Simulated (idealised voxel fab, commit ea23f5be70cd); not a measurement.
This is a process module. Its name is voxel quadruple lines.
Cross-section cut: width 230 nm, square cells of 5 nm.
Each cross-section below is a grid of square cells, stated as bands in top-down order, with one or more rows of cells making up each band.
First you get the band's top height and its bottom height, in nm, and then the materials it's made of, left to right, with each width in nm. If you see a single material with "edge to edge", that one covers the band edge to edge. "air" is empty space.
Heights are expressed relative to 0, this being the level below which the as-received wafer comprises one material exclusively. The lowest band is unbounded in the downward direction and is denoted as in "top 0, no bottom".
Read "30 to 40" as a graded width: first number on top, second number at the bottom, same change between each pair of neighbouring rows.
Given "identical to before" for a step, no cell of the cross-section differs between before and after that step.
Each empty space that has no open way to the top and spans at least 8 cells appears under "Sealed void list" as width x height at distance, the distance counted from the left edge, all in nm.
Formally, on a step line, whatever follows the settings is a remark that the simulator itself makes on the step.
The optional step-line setting "overlay nm" applies to steps with a mask and quantifies how far to the right of its planned location the mask lay, a negative value indicating leftward placement.

# The steps planned for the process are as follows
1. RECEIVE with material Si
2. CONFORMAL_DEP with material Al2O3, thk nm 5
3. DIRECTIONAL_DEP with material W, thk nm 10
4. DIRECTIONAL_DEP with material polySi, thk nm 15
5. DIRECTIONAL_DEP with material aC, thk nm 25
6. PATTERN with tone cover, mask id MANDREL, material resist, width nm 25, pitch nm 80, thk nm 35, overlay nm 0
7. DIRECTIONAL_ETCH with etch materials aC, depth nm 25
8. STRIP with etch materials resist
9. CONFORMAL_DEP with material SiO2, thk nm 5
10. DIRECTIONAL_ETCH with etch materials SiO2, depth nm 15
11. STRIP with etch materials aC
12. DIRECTIONAL_ETCH with etch materials polySi, depth nm 15
13. STRIP with etch materials SiO2
14. CONFORMAL_DEP with material SiN, thk nm 5
15. DIRECTIONAL_ETCH with etch materials SiN, depth nm 5
16. STRIP with etch materials polySi
17. DIRECTIONAL_ETCH with etch materials W, depth nm 10
18. STRIP with etch materials SiN
19. FILL_DEP with material lowk, thk nm 5
20. CMP with height nm 15
Be aware that, although all wafers share a common starting state, the thk nm at step 9 differs among them, and the plan displays the first wafer's value.

# Here's the first of the wafers in cross-section, just as we got it, i.e. after step 1
    top 0, no bottom = Si edge to edge
    Sealed void list: none

# End-of-module cross-section, first of several wafers, after last step 20
    top 15, bottom 5 = lowk: 50 / W: 5 / lowk: 5 / W: 5 / lowk: 15 / W: 5 / lowk: 5 / W: 5 / lowk: 35 / W: 5 / lowk: 5 / W: 5 / lowk: 15 / W: 5 / lowk: 5 / W: 5 / lowk: 55
    top 5, bottom 0 = Al2O3 edge to edge
    top 0, no bottom = Si edge to edge
    Sealed void list: none

# Final wafer cross-section at module end
    top 15, bottom 5 = lowk: 40 / W: 5 / lowk: 15 / W: 5 / lowk: 15 / W: 5 / lowk: 15 / W: 5 / lowk: 15 / W: 5 / lowk: 15 / W: 5 / lowk: 15 / W: 5 / lowk: 15 / W: 5 / lowk: 45
    top 5, bottom 0 = Al2O3 edge to edge
    top 0, no bottom = Si edge to edge
    Sealed void list: none

# Basically each wafer gets a line in the table, showing it at the end of the module: material by material, the cells it gained (+) or lost (-) since we got it, then its closed voids
thk nm 5, +46 Al2O3, +16 W, +76 lowk, Sealed void list: none
thk nm 10, +46 Al2O3, +16 W, +76 lowk, Sealed void list: none
thk nm 15, +46 Al2O3, +16 W, +76 lowk, Sealed void list: none
